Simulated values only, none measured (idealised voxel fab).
The name of this process module is voxel gate over fins.
Displayed cross-section: cut, width of 270 nm, square cells sized 5 nm.
This document writes a cross-section as a grid whose cells are square, and gives it as bands, listed from the top down; one or more rows of cells form a band. Each band's line starts with the height of the band's top and of its bottom, in nm. Then come its materials from left to right, each with its width in nm. One material with "edge to edge" fills the band from edge to edge. "empty" is empty space. The reference from which all heights are counted is 0, the level beneath which the as-received wafer is entirely one material; the lowest band, having no lower bound, proceeds downward and is written after the example "z 0 and below". Per-row width for "30..40": begins at first number (top row of band), ends at second number (bottom row), increment between rows held constant. Reading "no alterations made" for a step: not a cell of the cross-section changed in it. Empty spaces counting at least 8 cells and having no open way to the top are listed in "Internal closed voids". The notation width x height at distance is used for each, the distance being from the left edge and all three values in nm. On a step's line, text after the settings is the simulator commenting on that step. A step's line can hold "overlay nm"; with a mask on that step, the setting says how far right of the planned place the mask lay, while a negative setting says it lay to the left.

Listed below are the process steps as planned:
- 1: RECEIVE: material Si
- 2: CONFORMAL_DEP: material SiN, thk nm 5
- 3: MASKED_ETCH: tone cover, mask id FINS, width nm 15, pitch nm 55, etch materials SiN, depth nm 5, overlay nm 0
- 4: MASKED_ETCH: tone cover, mask id FINS, width nm 15, pitch nm 55, etch materials Si, depth nm 35, overlay nm 0
- 5: OXIDIZE: depth nm 5
- 6: FILL_DEP: material SiO2, thk nm 15
- 7: CMP: height nm 5
- 8: PATTERN: tone open, mask id RAIL, material resist, width nm 15, thk nm 20, overlay nm 0
- 9: DIRECTIONAL_ETCH: etch materials SiO2, depth nm 35
- 10: STRIP: etch materials resist
- 11: CONFORMAL_DEP: material TiN, thk nm 5
- 12: FILL_DEP: material Ru, thk nm 5
- 13: CMP: height nm 5
- 14: SELECTIVE_ETCH: etch materials W Ru TiN, depth nm 20
- 15: FILL_DEP: material SiO2, thk nm 5
- 16: CMP: height nm 5
- 17: SELECTIVE_ETCH: etch materials SiO2, depth nm 15
- 18: STRIP: etch materials SiN
- 19: CONFORMAL_DEP: material HfO2, thk nm 5
- 20: CONFORMAL_DEP: material TiN, thk nm 5
- 21: FILL_DEP: material W, thk nm 15
- 22: CMP: height nm 20
- 23: CONFORMAL_DEP: material SiCN, thk nm 5

The cross-section here shows the wafer as received, i.e. in its state after step 1:
    z 0 and below: Si edge to edge
    Internal closed voids: none

Same starting wafer, same plan as above, one mistake in the execution; this is the cross-section at the end of the module:
    z 25 to 20: SiCN edge to edge
    z 20 to 15: W 30 | TiN 45 | W 10 | TiN 45 | W 10 | TiN 45 | W 10 | TiN 45 | W 30
    z 15 to 10: W 30 | TiN 5 | HfO2 35 | TiN 5 | W 10 | TiN 5 | HfO2 35 | TiN 5 | W 10 | TiN 5 | HfO2 35 | TiN 5 | W 10 | TiN 5 | HfO2 35 | TiN 5 | W 30
    z 10 to 5: TiN 35 | HfO2 35 | TiN 20 | HfO2 35 | TiN 20 | HfO2 35 | TiN 20 | HfO2 35 | TiN 35
    z 5 to 0: HfO2 edge to edge
    z 0 to -10: HfO2 50 | Si 5 | HfO2 50 | Si 5 | HfO2 50 | Si 5 | HfO2 50 | Si 5 | HfO2 50
    z -10 to -15: SiO2 50 | Si 5 | SiO2 50 | Si 5 | SiO2 50 | Si 5 | SiO2 50 | Si 5 | SiO2 50
    z -15 to -25: SiO2 50 | Si 5 | SiO2 15 | TiN 5 | Ru 5 | TiN 5 | SiO2 20 | Si 5 | SiO2 50 | Si 5 | SiO2 50 | Si 5 | SiO2 50
    z -25 to -30: SiO2 50 | Si 5 | SiO2 15 | TiN 15 | SiO2 20 | Si 5 | SiO2 50 | Si 5 | SiO2 50 | Si 5 | SiO2 50
    z -30 to -40: SiO2 50 | Si 5 | SiO2 50 | Si 5 | SiO2 50 | Si 5 | SiO2 50 | Si 5 | SiO2 50
    z -40 and below: Si edge to edge
    Internal closed voids: none
What was the processing mistake? step 19 off recipe, ran as CONFORMAL_DEP: material HfO2, thk nm 15
